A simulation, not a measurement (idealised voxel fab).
Process module under the name voxel transistor to metal
Each square cell in cross-section cut measures 5 nm, and the section as a whole is 205 nm wide.
Each cross-section below is a grid of square cells, stated as bands in top-down order, with one or more rows of cells making up each band. Within each band entry, the heights of the top and of the bottom of the band appear first, in that order and in nm; the materials of the band then follow from left to right, each with its corresponding width in nm. The designation "full width" on a single material indicates that it fills the band from edge to edge; the designation "empty" indicates empty space. Height datum 0, below which the as-received substrate wafer is one material. Lowest band open at the bottom, running downward: "top 0, no bottom". A two-number width, for instance "30..40", indicates that the width is equal to the first number in the top row of the band and to the second number in the bottom row, and that it changes by a constant amount per row of cells. Key: "remains unaltered" - step with no changed cell in the cross-section. Look at "Tabulated closed voids" for the closed voids: empty spaces with no open path to the top, sized 8 cells or up. Each is width x height at distance, distance from the left edge, all nm. What comes after the settings on a step's line is commentary from the simulator itself on that step. overlay nm: mask right of planned place by this much (step with mask). Neg. = left.

List of planned process steps
1: RECEIVE, material Si
2: CONFORMAL_DEP, material SiO2, thk nm 5
3: CONFORMAL_DEP, material SiN, thk nm 15
4: PATTERN, tone cover, mask id ACTIVE, material resist, width nm 115, thk nm 15, overlay nm 0
5: DIRECTIONAL_ETCH, etch materials SiN, depth nm 15
6: DIRECTIONAL_ETCH, etch materials SiO2, depth nm 5
7: DIRECTIONAL_ETCH, etch materials Si, depth nm 35
8: STRIP, etch materials resist
9: OXIDIZE, depth nm 5
10: FILL_DEP, material SiO2, thk nm 5
11: CMP, height nm 20
12: SELECTIVE_ETCH, etch materials SiO2, depth nm 10
13: STRIP, etch materials SiN
14: SELECTIVE_ETCH, etch materials SiO2, depth nm 5
15: OXIDIZE, depth nm 5
16: DIRECTIONAL_DEP, material polySi, thk nm 20
17: DIRECTIONAL_DEP, material SiCN, thk nm 15
18: PATTERN, tone cover, mask id GATE, material resist, width nm 35, thk nm 15, overlay nm 0
19: DIRECTIONAL_ETCH, etch materials SiCN, depth nm 25
20: DIRECTIONAL_ETCH, etch materials polySi, depth nm 30
21: STRIP, etch materials resist
22: CONFORMAL_DEP, material SiN, thk nm 5
23: DIRECTIONAL_ETCH, etch materials SiN, depth nm 5
24: DIRECTIONAL_ETCH, etch materials SiO2, depth nm 5
25: DIRECTIONAL_ETCH, etch materials Si, depth nm 5
26: EPI, material nSi, thk nm 10
27: FILL_DEP, material SiO2, thk nm 10
28: CMP, height nm 20
29: STRIP, etch materials polySi
30: SELECTIVE_ETCH, etch materials SiO2, depth nm 5
31: CONFORMAL_DEP, material HfO2, thk nm 5
32: CONFORMAL_DEP, material TiN, thk nm 5
33: FILL_DEP, material W, thk nm 5
34: CMP, height nm 15
35: DIRECTIONAL_DEP, material SiO2, thk nm 10
36: MASKED_ETCH, tone open, mask id CONTACT, width nm 20, pitch nm 85, etch materials SiO2, depth nm 25, overlay nm 0
37: CONFORMAL_DEP, material TiN, thk nm 5
38: FILL_DEP, material Ru, thk nm 5
39: CMP, height nm 25
40: CONFORMAL_DEP, material SiCN, thk nm 5
41: DIRECTIONAL_DEP, material lowk, thk nm 25
42: MASKED_ETCH, tone open, mask id METAL_1, width nm 20, pitch nm 85, etch materials lowk, depth nm 25, overlay nm 0
43: MASKED_ETCH, tone open, mask id METAL_1, width nm 20, pitch nm 85, etch materials SiCN, depth nm 5, overlay nm 0
44: CONFORMAL_DEP, material TiN, thk nm 5
45: FILL_DEP, material Cu, thk nm 5
46: CMP, height nm 55
47: CONFORMAL_DEP, material SiCN, thk nm 5
48: DIRECTIONAL_DEP, material lowk, thk nm 30
49: DIRECTIONAL_DEP, material aC, thk nm 10
50: PATTERN, tone open, mask id METAL_2_HOLES, material resist, width nm 15, pitch nm 85, thk nm 25, overlay nm 0
51: DIRECTIONAL_ETCH, etch materials aC, depth nm 10
52: STRIP, etch materials resist
53: DIRECTIONAL_ETCH, etch materials lowk, depth nm 30
54: STRIP, etch materials aC
55: DIRECTIONAL_DEP, material aC, thk nm 10
56: PATTERN, tone open, mask id METAL_2, material resist, width nm 20, pitch nm 85, thk nm 25, overlay nm 0
57: DIRECTIONAL_ETCH, etch materials aC, depth nm 10
58: STRIP, etch materials resist
59: DIRECTIONAL_ETCH, etch materials lowk, depth nm 15
60: DIRECTIONAL_ETCH, etch materials SiCN, depth nm 5
61: STRIP, etch materials aC
62: CONFORMAL_DEP, material TiN, thk nm 5
63: FILL_DEP, material Cu, thk nm 5
64: CMP, height nm 90
65: CONFORMAL_DEP, material SiN, thk nm 5

As-received wafer cross-section (after step 1)
	top 0, no bottom = Si full width
	Tabulated closed voids: none

Cross-section: first of two wafers, module finished, run according to plan
	top 95, bottom 90 = SiN full width
	top 90, bottom 80 = 50 nm lowk  5 nm TiN  10 nm Cu  5 nm TiN  65 nm lowk  5 nm TiN  10 nm Cu  5 nm TiN  50 nm lowk
	top 80, bottom 75 = 50 nm lowk  5 nm TiN  5 nm Cu  10 nm TiN  65 nm lowk  5 nm TiN  5 nm Cu  10 nm TiN  50 nm lowk
	top 75, bottom 60 = 50 nm lowk  5 nm TiN  5 nm Cu  5 nm TiN  70 nm lowk  5 nm TiN  5 nm Cu  5 nm TiN  55 nm lowk
	top 60, bottom 55 = 50 nm SiCN  15 nm TiN  70 nm SiCN  15 nm TiN  55 nm SiCN
	top 55, bottom 30 = 50 nm lowk  5 nm TiN  10 nm Cu  5 nm TiN  65 nm lowk  5 nm TiN  10 nm Cu  5 nm TiN  50 nm lowk
	top 30, bottom 25 = 50 nm SiCN  20 nm TiN  65 nm SiCN  20 nm TiN  50 nm SiCN
	top 25, bottom 15 = 50 nm SiO2  5 nm TiN  10 nm Ru  5 nm TiN  65 nm SiO2  5 nm TiN  10 nm Ru  5 nm TiN  50 nm SiO2
	top 15, bottom 5 = 50 nm SiO2  5 nm TiN  10 nm Ru  5 nm TiN  10 nm SiO2  5 nm SiN  5 nm HfO2  5 nm TiN  15 nm W  5 nm TiN  5 nm HfO2  5 nm SiN  10 nm SiO2  5 nm TiN  10 nm Ru  5 nm TiN  50 nm SiO2
	top 5, bottom 0 = 40 nm SiO2  5 nm SiN  5 nm SiO2  20 nm TiN  10 nm nSi  5 nm SiN  5 nm HfO2  25 nm TiN  5 nm HfO2  5 nm SiN  10 nm nSi  20 nm TiN  5 nm SiO2  5 nm SiN  40 nm SiO2
	top 0, bottom -5 = 45 nm SiO2  35 nm nSi  45 nm HfO2  35 nm nSi  45 nm SiO2
	top -5, bottom -10 = 50 nm SiO2  30 nm nSi  45 nm Si  30 nm nSi  50 nm SiO2
	top -10, bottom -40 = 50 nm SiO2  105 nm Si  50 nm SiO2
	top -40, no bottom = Si full width
	Tabulated closed voids: none

Second wafer cross-section at end of module - shared start and plan with the first, one mistake in the run
	top 95, bottom 90 = SiN full width
	top 90, bottom 80 = 50 nm lowk  5 nm TiN  10 nm Cu  5 nm TiN  65 nm lowk  5 nm TiN  10 nm Cu  5 nm TiN  50 nm lowk
	top 80, bottom 75 = 50 nm lowk  5 nm TiN  5 nm Cu  10 nm TiN  65 nm lowk  5 nm TiN  5 nm Cu  10 nm TiN  50 nm lowk
	top 75, bottom 60 = 50 nm lowk  5 nm TiN  5 nm Cu  5 nm TiN  70 nm lowk  5 nm TiN  5 nm Cu  5 nm TiN  55 nm lowk
	top 60, bottom 55 = 50 nm SiCN  15 nm TiN  70 nm SiCN  15 nm TiN  55 nm SiCN
	top 55, bottom 30 = 50 nm lowk  5 nm TiN  10 nm Cu  5 nm TiN  65 nm lowk  5 nm TiN  10 nm Cu  5 nm TiN  50 nm lowk
	top 30, bottom 25 = 50 nm SiCN  20 nm TiN  65 nm SiCN  20 nm TiN  50 nm SiCN
	top 25, bottom 15 = 50 nm SiO2  5 nm TiN  10 nm Ru  5 nm TiN  65 nm SiO2  5 nm TiN  10 nm Ru  5 nm TiN  50 nm SiO2
	top 15, bottom 5 = 50 nm SiO2  5 nm TiN  10 nm Ru  5 nm TiN  10 nm SiO2  5 nm SiN  5 nm HfO2  5 nm TiN  15 nm W  5 nm TiN  5 nm HfO2  5 nm SiN  10 nm SiO2  5 nm TiN  10 nm Ru  5 nm TiN  50 nm SiO2
	top 5, bottom 0 = 40 nm SiO2  5 nm SiN  5 nm SiO2  20 nm TiN  10 nm nSi  5 nm SiN  5 nm HfO2  25 nm TiN  5 nm HfO2  5 nm SiN  10 nm nSi  20 nm TiN  5 nm SiO2  5 nm SiN  40 nm SiO2
	top 0, bottom -5 = 40 nm SiO2  10 nm SiN  30 nm nSi  45 nm HfO2  30 nm nSi  10 nm SiN  40 nm SiO2
	top -5, bottom -10 = 55 nm SiO2  25 nm nSi  45 nm Si  25 nm nSi  55 nm SiO2
	top -10, bottom -40 = 50 nm SiO2  105 nm Si  50 nm SiO2
	top -40, no bottom = Si full width
	Tabulated closed voids: none
what went wrong: step 2 of the plan: omitted, not performed
Final cells, second wafer relative to first, materials higher or lower: +4 SiN, -4 nSi
